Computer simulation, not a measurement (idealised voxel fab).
process module | voxel spacer lines
Xsec cut, 280 nm wide, square cell size 5 nm.
For the purposes of this document, a cross-section shall be understood as a grid of square cells, specified as bands listed in top-to-bottom order, each band consisting of one or more rows of cells. Top height, bottom height, nm. Materials left to right, width each, nm. Single material + "full width" = fills band edge to edge. "empty" = empty. A quick word on heights: they are counted from 0, and under that level the wafer as it came to us is one material throughout. The lowest band is different from the rest in having no bottom; it simply continues downward, written as in "z 0 and below". So if you see something like "30 to 40" for the width, read it as the top row of the band sitting at the first number and the bottom row at the second, with every row in between moving by the same amount as the last. No cell of the cross-section changed in a step that is given as "no alteration". "Trapped cavities" specifies each empty space that is not open to the top and that occupies no fewer than 8 cells, using the form width x height at distance, the distance measured from the left edge and all three quantities in nm. Post-settings text on a step line: simulator's own remark regarding the step. If you see "overlay nm" on a step's line and that step has a mask, it's telling you how far right of where it was planned the mask ended up; a negative number means it went left instead.

-- Process steps foreseen in the plan
| 1 | RECEIVE (material Si) |
| 2 | CONFORMAL_DEP (material Al2O3; thk nm 5) |
| 3 | DIRECTIONAL_DEP (material SiN; thk nm 15) |
| 4 | DIRECTIONAL_DEP (material polySi; thk nm 25) |
| 5 | PATTERN (tone cover; mask id MANDREL; material resist; width nm 25; pitch nm 70; thk nm 30; overlay nm 0) |
| 6 | DIRECTIONAL_ETCH (etch materials polySi; depth nm 25) |
| 7 | STRIP (etch materials resist) |
| 8 | CONFORMAL_DEP (material SiO2; thk nm 10) |
| 9 | DIRECTIONAL_ETCH (etch materials SiO2; depth nm 10) |
| 10 | STRIP (etch materials polySi) |
| 11 | DIRECTIONAL_ETCH (etch materials SiN; depth nm 15) |
| 12 | STRIP (etch materials SiO2) |

-- Incoming wafer in cross-section (state: after step 1)
* z 0 and below: Si full width
* Trapped cavities: none

-- Final wafer profile in cross-section after the module, from the same start and plan as above, with one mistake made during processing
* z 20 to 5: empty: 55, SiN: 10, empty: 5, SiN: 10, empty: 45, SiN: 10, empty: 5, SiN: 10, empty: 45, SiN: 10, empty: 5, SiN: 10, empty: 60
* z 5 to 0: Al2O3 full width
* z 0 and below: Si full width
* Trapped cavities: none
Where did the run depart from the plan? so step 5 ended up running with a different setting than we planned, it ran as PATTERN (tone open; mask id MANDREL; material resist; width nm 25; pitch nm 70; thk nm 30; overlay nm 0)
